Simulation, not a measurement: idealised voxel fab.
The process module that follows is named voxel spacer lines.
Pictured: cross-section cut, 165 nm wide, on a grid of 5 nm square cells.
Think of the cross-section as a grid of square cells. We describe it in bands, top to bottom, and each band covers one or more rows of those cells.
First you get the band's top height and its bottom height, in nm, and then the materials it's made of, left to right, with each width in nm. If you see a single material with "edge to edge", that one covers the band edge to edge. "empty" is empty space.
Heights from 0 (as-received wafer is one material below). Bottom band endless downward, as "0 and below".
Width "30 to 40": first value at the band's top row of cells, second value at its bottom row, equal change from row to row.
"remains unaltered", as given for a step, is the statement that not any cell of the cross-section underwent a change during that step.
"Sealed void inventory" contains a list of empty spaces, each no smaller than 8 cells and without an open way to the top, written in the form width x height at distance with the distance from the left edge and all three in nm.
Note: text after step settings on the step line = simulator remark on that step.
The "overlay nm" setting may appear on a step's line; for a step that uses a mask, it gives how far to the right of its planned position the mask lay, and a negative value indicates the left.
-- These are the steps we planned for the process
1: RECEIVE, material Si
2: CONFORMAL_DEP, material SiO2, thk nm 5
3: DIRECTIONAL_DEP, material W, thk nm 20
4: DIRECTIONAL_DEP, material polySi, thk nm 30
5: PATTERN, tone cover, mask id MANDREL, material resist, width nm 20, pitch nm 60, thk nm 40, overlay nm 0
6: DIRECTIONAL_ETCH, etch materials polySi, depth nm 30
7: STRIP, etch materials resist
8: CONFORMAL_DEP, material SiN, thk nm 10
9: DIRECTIONAL_ETCH, etch materials SiN, depth nm 10
10: STRIP, etch materials polySi
11: DIRECTIONAL_ETCH, etch materials W, depth nm 20
12: STRIP, etch materials SiN
-- The following pertains to the first of two wafers, which was processed as planned
-- So this is the incoming wafer in cross-section - it's already been through step 1
* 0 and below: Si edge to edge
* Sealed void inventory: none
-- After step 2: wafer cross-section
* 5 down to 0: SiO2 edge to edge
* Note: structure below 0 unchanged.
-- After step 3: wafer cross-section
* 25 down to 5: W edge to edge
* Note: structure below 5 unchanged.
-- After step 4: wafer cross-section
* 55 down to 25: polySi edge to edge
* Note: structure below 25 unchanged.
-- After step 5: wafer cross-section
* 95 down to 55: empty (40), resist (20), empty (40), resist (20), empty (45)
* Note: structure below 55 unchanged.
-- After step 6: wafer cross-section
* 95 down to 55: empty (40), resist (20), empty (40), resist (20), empty (45)
* 55 down to 25: empty (40), polySi (20), empty (40), polySi (20), empty (45)
* Note: structure below 25 unchanged.
-- After step 7: wafer cross-section
* 55 down to 25: empty (40), polySi (20), empty (40), polySi (20), empty (45)
* Note: structure below 25 unchanged.
-- After step 8: wafer cross-section
* 65 down to 55: empty (30), SiN (40), empty (20), SiN (40), empty (35)
* 55 down to 35: empty (30), SiN (10), polySi (20), SiN (10), empty (20), SiN (10), polySi (20), SiN (10), empty (35)
* 35 down to 25: SiN (40), polySi (20), SiN (40), polySi (20), SiN (45)
* Note: structure below 25 unchanged.
-- After step 9: wafer cross-section
* 55 down to 25: empty (30), SiN (10), polySi (20), SiN (10), empty (20), SiN (10), polySi (20), SiN (10), empty (35)
* Note: structure below 25 unchanged.
-- After step 10: wafer cross-section
* 55 down to 25: empty (30), SiN (10), empty (20), SiN (10), empty (20), SiN (10), empty (20), SiN (10), empty (35)
* Note: structure below 25 unchanged.
-- After step 11: wafer cross-section
* 55 down to 25: empty (30), SiN (10), empty (20), SiN (10), empty (20), SiN (10), empty (20), SiN (10), empty (35)
* 25 down to 5: empty (30), W (10), empty (20), W (10), empty (20), W (10), empty (20), W (10), empty (35)
* Note: structure below 5 unchanged.
-- After step 12: wafer cross-section
* 25 down to 5: empty (30), W (10), empty (20), W (10), empty (20), W (10), empty (20), W (10), empty (35)
* Note: structure below 5 unchanged.
-- Now the other wafer: same start, same recipe, but we messed up one thing when running it. Up to and including step 1 it's the same as the first one
-- Second wafer profile in section, at the moment step 2 of the plan was meant to be complete
* 15 down to 0: SiO2 edge to edge
* Note: structure below 0 unchanged.
-- Second wafer profile in section, at the moment step 3 of the plan was meant to be complete
* 35 down to 15: W edge to edge
* Note: structure below 15 unchanged.
-- Second wafer profile in section, at the moment step 4 of the plan was meant to be complete
* 65 down to 35: polySi edge to edge
* Note: structure below 35 unchanged.
-- Second wafer profile in section, at the moment step 5 of the plan was meant to be complete
* 105 down to 65: empty (40), resist (20), empty (40), resist (20), empty (45)
* Note: structure below 65 unchanged.
-- Second wafer profile in section, at the moment step 6 of the plan was meant to be complete
* 105 down to 65: empty (40), resist (20), empty (40), resist (20), empty (45)
* 65 down to 35: empty (40), polySi (20), empty (40), polySi (20), empty (45)
* Note: structure below 35 unchanged.
-- Second wafer profile in section, at the moment step 7 of the plan was meant to be complete
* 65 down to 35: empty (40), polySi (20), empty (40), polySi (20), empty (45)
* Note: structure below 35 unchanged.
-- Second wafer profile in section, at the moment step 8 of the plan was meant to be complete
* 75 down to 65: empty (30), SiN (40), empty (20), SiN (40), empty (35)
* 65 down to 45: empty (30), SiN (10), polySi (20), SiN (10), empty (20), SiN (10), polySi (20), SiN (10), empty (35)
* 45 down to 35: SiN (40), polySi (20), SiN (40), polySi (20), SiN (45)
* Note: structure below 35 unchanged.
-- Second wafer profile in section, at the moment step 9 of the plan was meant to be complete
* 65 down to 35: empty (30), SiN (10), polySi (20), SiN (10), empty (20), SiN (10), polySi (20), SiN (10), empty (35)
* Note: structure below 35 unchanged.
-- Second wafer profile in section, at the moment step 10 of the plan was meant to be complete
* 65 down to 35: empty (30), SiN (10), empty (20), SiN (10), empty (20), SiN (10), empty (20), SiN (10), empty (35)
* Note: structure below 35 unchanged.
-- Second wafer profile in section, at the moment step 11 of the plan was meant to be complete
* 65 down to 35: empty (30), SiN (10), empty (20), SiN (10), empty (20), SiN (10), empty (20), SiN (10), empty (35)
* 35 down to 15: empty (30), W (10), empty (20), W (10), empty (20), W (10), empty (20), W (10), empty (35)
* Note: structure below 15 unchanged.
-- Second wafer profile in section, at the moment step 12 of the plan was meant to be complete
* 35 down to 15: empty (30), W (10), empty (20), W (10), empty (20), W (10), empty (20), W (10), empty (35)
* Note: structure below 15 unchanged.
Deviation from plan: note that step 2 departed from the planned setting and was carried out as CONFORMAL_DEP, material SiO2, thk nm 15
FYI, end of process, the second wafer has more or fewer cells of some materials than the first: 66 more of SiO2
